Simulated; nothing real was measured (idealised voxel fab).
process module | voxel capacitor over wiring
cross-section cut | 195 nm wide | cells 5 nm
A cross-section is a grid of square cells, given in bands from the top down. A band is one or more rows of cells.
Each band's line starts with the height of the band's top and of its bottom, in nm. Then come its materials from left to right, each with its width in nm. One material with "throughout" fills the band from edge to edge. "air" is empty space.
Height 0 is the level under which the wafer as received is all one material. The lowest band goes on downwards, as in "0 down".
A width such as "30 to 40" changes by the same amount from each row of cells to the next, from the band's top row to its bottom row.
"no change" after a step means that no cell of the cross-section changed.
closed voids: empty space of 8 cells or more with no open way to the top, each as width x height at its distance from the left edge, in nm
after a step's settings: what the simulator itself notes on the step
overlay nm, on a step with a mask: how far to the right of its planned place the mask lay; to the left if negative
plan
1 op RECEIVE | material Si
2 op CONFORMAL_DEP | material SiO2 | thk nm 10
3 op CONFORMAL_DEP | material SiCN | thk nm 5
4 op DIRECTIONAL_DEP | material lowk | thk nm 15
5 op PATTERN | tone open | mask id METAL_1 | material resist | width nm 25 | pitch nm 80 | thk nm 15 | overlay nm 0
6 op DIRECTIONAL_ETCH | etch materials lowk | depth nm 15
7 op DIRECTIONAL_ETCH | etch materials SiCN | depth nm 5
8 op STRIP | etch materials resist
9 op CONFORMAL_DEP | material TiN | thk nm 5
10 op FILL_DEP | material Cu | thk nm 10
11 op CMP | height nm 30
12 op EPI | material Ru | thk nm 5
13 op FILL_DEP | material SiCN | thk nm 5
14 op DIRECTIONAL_DEP | material lowk | thk nm 10
15 op MASKED_ETCH | tone open | mask id PLUG_1 | width nm 15 | etch materials lowk | depth nm 10 | overlay nm 0
16 op MASKED_ETCH | tone open | mask id PLUG_1 | width nm 15 | etch materials SiCN | depth nm 5 | overlay nm 0
17 op EPI | material Ru | thk nm 10
18 op EPI | material Ru | thk nm 5
19 op DIRECTIONAL_DEP | material TiN | thk nm 10
20 op DIRECTIONAL_DEP | material SiN | thk nm 5
21 op DIRECTIONAL_DEP | material TiN | thk nm 10
22 op DIRECTIONAL_DEP | material aC | thk nm 10
23 op PATTERN | tone cover | mask id UPPER_PLATE | material resist | width nm 60 | thk nm 30 | overlay nm 0
24 op DIRECTIONAL_ETCH | etch materials aC | depth nm 10
25 op STRIP | etch materials resist
26 op DIRECTIONAL_ETCH | etch materials TiN | depth nm 10
27 op DIRECTIONAL_ETCH | etch materials SiN | depth nm 5
28 op STRIP | etch materials aC
29 op MASKED_ETCH | tone cover | mask id LOWER_PLATE | width nm 70 | etch materials TiN | depth nm 10 | overlay nm 0
30 op FILL_DEP | material SiO2 | thk nm 15
31 op CMP | height nm 85
32 op PATTERN | tone open | mask id PLUG_2 | material resist | width nm 15 | thk nm 20 | overlay nm 0
33 op DIRECTIONAL_ETCH | etch materials SiO2 | depth nm 10
34 op STRIP | etch materials resist
35 op CONFORMAL_DEP | material TiN | thk nm 5
36 op FILL_DEP | material Cu | thk nm 5
37 op CMP | height nm 85
38 op CONFORMAL_DEP | material SiCN | thk nm 5
first wafer, as planned
as received, after step 1
  0 down: Si throughout
  closed voids: none
after step 2
  10 to 0: SiO2 throughout
  below 0: unchanged
after step 3
  15 to 10: SiCN throughout
  below 10: unchanged
after step 4
  30 to 15: lowk throughout
  below 15: unchanged
after step 5
  45 to 30: resist 45 | air 25 | resist 55 | air 25 | resist 45
  below 30: unchanged
after step 6
  45 to 30: resist 45 | air 25 | resist 55 | air 25 | resist 45
  30 to 15: lowk 45 | air 25 | lowk 55 | air 25 | lowk 45
  below 15: unchanged
after step 7
  45 to 30: resist 45 | air 25 | resist 55 | air 25 | resist 45
  30 to 15: lowk 45 | air 25 | lowk 55 | air 25 | lowk 45
  15 to 10: SiCN 45 | air 25 | SiCN 55 | air 25 | SiCN 45
  below 10: unchanged
after step 8
  30 to 15: lowk 45 | air 25 | lowk 55 | air 25 | lowk 45
  below 15: unchanged
after step 9
  35 to 30: TiN 50 | air 15 | TiN 65 | air 15 | TiN 50
  30 to 15: lowk 45 | TiN 5 | air 15 | TiN 5 | lowk 55 | TiN 5 | air 15 | TiN 5 | lowk 45
  15 to 10: SiCN 45 | TiN 25 | SiCN 55 | TiN 25 | SiCN 45
  below 10: unchanged
after step 10
  45 to 35: Cu throughout
  35 to 30: TiN 50 | Cu 15 | TiN 65 | Cu 15 | TiN 50
  30 to 15: lowk 45 | TiN 5 | Cu 15 | TiN 5 | lowk 55 | TiN 5 | Cu 15 | TiN 5 | lowk 45
  below 15: unchanged
after step 11
  30 to 15: lowk 45 | TiN 5 | Cu 15 | TiN 5 | lowk 55 | TiN 5 | Cu 15 | TiN 5 | lowk 45
  below 15: unchanged
after step 12
  35 to 30: air 40 | Ru 35 | air 45 | Ru 35 | air 40
  below 30: unchanged
after step 13
  40 to 35: SiCN throughout
  35 to 30: SiCN 40 | Ru 35 | SiCN 45 | Ru 35 | SiCN 40
  below 30: unchanged
after step 14
  50 to 40: lowk throughout
  below 40: unchanged
after step 15
  50 to 40: lowk 55 | air 15 | lowk 125
  below 40: unchanged
after step 16
  50 to 40: lowk 55 | air 15 | lowk 125
  40 to 35: SiCN 55 | air 15 | SiCN 125
  below 35: unchanged
after step 17
  50 to 45: lowk 55 | air 15 | lowk 125
  45 to 40: lowk 55 | Ru 15 | lowk 125
  40 to 35: SiCN 55 | Ru 15 | SiCN 125
  below 35: unchanged
after step 18
  50 to 40: lowk 55 | Ru 15 | lowk 125
  below 40: unchanged
after step 19
  60 to 50: TiN throughout
  below 50: unchanged
after step 20
  65 to 60: SiN throughout
  below 60: unchanged
after step 21
  75 to 65: TiN throughout
  below 65: unchanged
after step 22
  85 to 75: aC throughout
  below 75: unchanged
after step 23
  115 to 85: air 55 | resist 60 | air 80
  below 85: unchanged
after step 24
  105 to 85: air 55 | resist 60 | air 80
  85 to 75: air 55 | aC 60 | air 80
  below 75: unchanged
after step 25
  85 to 75: air 55 | aC 60 | air 80
  below 75: unchanged
after step 26
  85 to 75: air 55 | aC 60 | air 80
  75 to 65: air 55 | TiN 60 | air 80
  below 65: unchanged
after step 27
  85 to 75: air 55 | aC 60 | air 80
  75 to 65: air 55 | TiN 60 | air 80
  65 to 60: air 55 | SiN 60 | air 80
  below 60: unchanged
after step 28
  75 to 65: air 55 | TiN 60 | air 80
  below 65: unchanged
after step 29
  75 to 65: air 55 | TiN 60 | air 80
  65 to 60: air 55 | SiN 60 | air 80
  60 to 50: air 50 | TiN 70 | air 75
  below 50: unchanged
after step 30
  90 to 75: SiO2 throughout
  75 to 65: SiO2 55 | TiN 60 | SiO2 80
  65 to 60: SiO2 55 | SiN 60 | SiO2 80
  60 to 50: SiO2 50 | TiN 70 | SiO2 75
  below 50: unchanged
after step 31
  85 to 75: SiO2 throughout
  below 75: unchanged
after step 32
  105 to 85: resist 65 | air 15 | resist 115
  below 85: unchanged
after step 33
  105 to 85: resist 65 | air 15 | resist 115
  85 to 75: SiO2 65 | air 15 | SiO2 115
  below 75: unchanged
after step 34
  85 to 75: SiO2 65 | air 15 | SiO2 115
  below 75: unchanged
after step 35
  90 to 85: TiN 70 | air 5 | TiN 120
  85 to 80: SiO2 65 | TiN 5 | air 5 | TiN 5 | SiO2 115
  80 to 75: SiO2 65 | TiN 15 | SiO2 115
  below 75: unchanged
after step 36
  95 to 90: Cu throughout
  90 to 85: TiN 70 | Cu 5 | TiN 120
  85 to 80: SiO2 65 | TiN 5 | Cu 5 | TiN 5 | SiO2 115
  below 80: unchanged
after step 37
  85 to 80: SiO2 65 | TiN 5 | Cu 5 | TiN 5 | SiO2 115
  below 80: unchanged
after step 38
  90 to 85: SiCN throughout
  below 85: unchanged
second wafer: like start, like plan, one mistake. Through step 4 it matches the first wafer
when step 5 should have ended
  45 to 30: resist 50 | air 25 | resist 55 | air 25 | resist 40
  below 30: unchanged
when step 6 should have ended
  45 to 30: resist 50 | air 25 | resist 55 | air 25 | resist 40
  30 to 15: lowk 50 | air 25 | lowk 55 | air 25 | lowk 40
  below 15: unchanged
when step 7 should have ended
  45 to 30: resist 50 | air 25 | resist 55 | air 25 | resist 40
  30 to 15: lowk 50 | air 25 | lowk 55 | air 25 | lowk 40
  15 to 10: SiCN 50 | air 25 | SiCN 55 | air 25 | SiCN 40
  below 10: unchanged
when step 8 should have ended
  30 to 15: lowk 50 | air 25 | lowk 55 | air 25 | lowk 40
  below 15: unchanged
when step 9 should have ended
  35 to 30: TiN 55 | air 15 | TiN 65 | air 15 | TiN 45
  30 to 15: lowk 50 | TiN 5 | air 15 | TiN 5 | lowk 55 | TiN 5 | air 15 | TiN 5 | lowk 40
  15 to 10: SiCN 50 | TiN 25 | SiCN 55 | TiN 25 | SiCN 40
  below 10: unchanged
when step 10 should have ended
  45 to 35: Cu throughout
  35 to 30: TiN 55 | Cu 15 | TiN 65 | Cu 15 | TiN 45
  30 to 15: lowk 50 | TiN 5 | Cu 15 | TiN 5 | lowk 55 | TiN 5 | Cu 15 | TiN 5 | lowk 40
  below 15: unchanged
when step 11 should have ended
  30 to 15: lowk 50 | TiN 5 | Cu 15 | TiN 5 | lowk 55 | TiN 5 | Cu 15 | TiN 5 | lowk 40
  below 15: unchanged
when step 12 should have ended
  35 to 30: air 45 | Ru 35 | air 45 | Ru 35 | air 35
  below 30: unchanged
when step 13 should have ended
  40 to 35: SiCN throughout
  35 to 30: SiCN 45 | Ru 35 | SiCN 45 | Ru 35 | SiCN 35
  below 30: unchanged
when step 14 should have ended
  50 to 40: lowk throughout
  below 40: unchanged
when step 15 should have ended
  50 to 40: lowk 55 | air 15 | lowk 125
  below 40: unchanged
when step 16 should have ended
  50 to 40: lowk 55 | air 15 | lowk 125
  40 to 35: SiCN 55 | air 15 | SiCN 125
  below 35: unchanged
when step 17 should have ended
  50 to 45: lowk 55 | air 15 | lowk 125
  45 to 40: lowk 55 | Ru 15 | lowk 125
  40 to 35: SiCN 55 | Ru 15 | SiCN 125
  below 35: unchanged
when step 18 should have ended
  50 to 40: lowk 55 | Ru 15 | lowk 125
  below 40: unchanged
when step 19 should have ended
  60 to 50: TiN throughout
  below 50: unchanged
when step 20 should have ended
  65 to 60: SiN throughout
  below 60: unchanged
when step 21 should have ended
  75 to 65: TiN throughout
  below 65: unchanged
when step 22 should have ended
  85 to 75: aC throughout
  below 75: unchanged
when step 23 should have ended
  115 to 85: air 55 | resist 60 | air 80
  below 85: unchanged
when step 24 should have ended
  105 to 85: air 55 | resist 60 | air 80
  85 to 75: air 55 | aC 60 | air 80
  below 75: unchanged
when step 25 should have ended
  85 to 75: air 55 | aC 60 | air 80
  below 75: unchanged
when step 26 should have ended
  85 to 75: air 55 | aC 60 | air 80
  75 to 65: air 55 | TiN 60 | air 80
  below 65: unchanged
when step 27 should have ended
  85 to 75: air 55 | aC 60 | air 80
  75 to 65: air 55 | TiN 60 | air 80
  65 to 60: air 55 | SiN 60 | air 80
  below 60: unchanged
when step 28 should have ended
  75 to 65: air 55 | TiN 60 | air 80
  below 65: unchanged
when step 29 should have ended
  75 to 65: air 55 | TiN 60 | air 80
  65 to 60: air 55 | SiN 60 | air 80
  60 to 50: air 50 | TiN 70 | air 75
  below 50: unchanged
when step 30 should have ended
  90 to 75: SiO2 throughout
  75 to 65: SiO2 55 | TiN 60 | SiO2 80
  65 to 60: SiO2 55 | SiN 60 | SiO2 80
  60 to 50: SiO2 50 | TiN 70 | SiO2 75
  below 50: unchanged
when step 31 should have ended
  85 to 75: SiO2 throughout
  below 75: unchanged
when step 32 should have ended
  105 to 85: resist 65 | air 15 | resist 115
  below 85: unchanged
when step 33 should have ended
  105 to 85: resist 65 | air 15 | resist 115
  85 to 75: SiO2 65 | air 15 | SiO2 115
  below 75: unchanged
when step 34 should have ended
  85 to 75: SiO2 65 | air 15 | SiO2 115
  below 75: unchanged
when step 35 should have ended
  90 to 85: TiN 70 | air 5 | TiN 120
  85 to 80: SiO2 65 | TiN 5 | air 5 | TiN 5 | SiO2 115
  80 to 75: SiO2 65 | TiN 15 | SiO2 115
  below 75: unchanged
when step 36 should have ended
  95 to 90: Cu throughout
  90 to 85: TiN 70 | Cu 5 | TiN 120
  85 to 80: SiO2 65 | TiN 5 | Cu 5 | TiN 5 | SiO2 115
  below 80: unchanged
when step 37 should have ended
  85 to 80: SiO2 65 | TiN 5 | Cu 5 | TiN 5 | SiO2 115
  below 80: unchanged
when step 38 should have ended
  90 to 85: SiCN throughout
  below 85: unchanged
what went wrong: step 5 ran as: op PATTERN | tone open | mask id METAL_1 | material resist | width nm 25 | pitch nm 80 | thk nm 15 | overlay nm 5
at the end the second wafer has, in cells: as many of each material as the first, in other places
